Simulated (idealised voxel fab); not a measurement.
You're looking at the process module voxel fin reveal.
Shown is cross-section cut, with a width of 250 nm and square cells of size 5 nm.
When this document writes out a cross-section, it uses a grid of square cells and lists it as bands, beginning at the top and moving down, with a band standing for one or more rows of cells. What a band's entry tells you: where the top is and where the bottom is, as heights in nm, and after that what lies inside, material by material from left to right, each with its width in nm. Empty space is written as the word "air", and a single material marked with the word "full width" occupies the band from edge to edge. It should be noted that heights are counted from 0, beneath which the wafer as supplied is of one material throughout, and that the lowest band possesses no lower boundary but continues downward, as written in "z 0 and below". The expression "30->40" gives the width at the extremes of the band, the first number at its top row of cells and the second at its bottom row, with the width changing by equal amounts from each row to the next in between. You'll sometimes find "nothing changed" written for a step, and that's the way of saying that nowhere in the cross-section did a cell change during that step. The entry "Voids, sealed" lists the empty spaces that cover at least 8 cells and have no open path to the top. Each is written as width x height at distance, where the distance is measured from the left edge and all three values are in nm. Where a step's line continues beyond its settings, the continuation is a remark by the simulator itself on that step. overlay nm: mask offset rightward from planned place, masked step; negative means leftward offset.

Below is the list of planned process steps:
| 1 | RECEIVE with material Si |
| 2 | CONFORMAL_DEP with material SiN, thk nm 5 |
| 3 | DIRECTIONAL_DEP with material aC, thk nm 15 |
| 4 | PATTERN with tone cover, mask id FINS, material resist, width nm 15, pitch nm 35, thk nm 35, overlay nm 0 |
| 5 | DIRECTIONAL_ETCH with etch materials aC, depth nm 15 |
| 6 | STRIP with etch materials resist |
| 7 | DIRECTIONAL_ETCH with etch materials SiN, depth nm 5 |
| 8 | DIRECTIONAL_ETCH with etch materials Si, depth nm 30 |
| 9 | STRIP with etch materials aC |
| 10 | FILL_DEP with material SiO2, thk nm 5 |
| 11 | CMP with height nm 5 |
| 12 | SELECTIVE_ETCH with etch materials SiO2, depth nm 25 |
| 13 | STRIP with etch materials SiN |
| 14 | CONFORMAL_DEP with material HfO2, thk nm 5 |

As received (post step 1): cross-section:
* z 0 and below  Si full width
* Voids, sealed: none

a wafer at the end: this start, this plan, one mistake:
* z 5 to 0  60 air / 30 HfO2 / 5 air / 30 HfO2 / 5 air / 30 HfO2 / 5 air / 30 HfO2 / 55 air
* z 0 to -15  60 air / 5 HfO2 / 20 Si / 5 HfO2 / 5 air / 5 HfO2 / 20 Si / 5 HfO2 / 5 air / 5 HfO2 / 20 Si / 5 HfO2 / 5 air / 5 HfO2 / 20 Si / 5 HfO2 / 55 air
* z -15 to -20  65 HfO2 / 20 Si / 15 HfO2 / 20 Si / 15 HfO2 / 20 Si / 15 HfO2 / 20 Si / 60 HfO2
* z -20 to -30  65 SiO2 / 20 Si / 15 SiO2 / 20 Si / 15 SiO2 / 20 Si / 15 SiO2 / 20 Si / 60 SiO2
* z -30 and below  Si full width
* Voids, sealed: none
In executing the process, a mistake was made relative to the plan: for step 4, the planned setting was not used; the step was instead run as PATTERN with tone cover, mask id FINS, material resist, width nm 20, pitch nm 35, thk nm 35, overlay nm 0
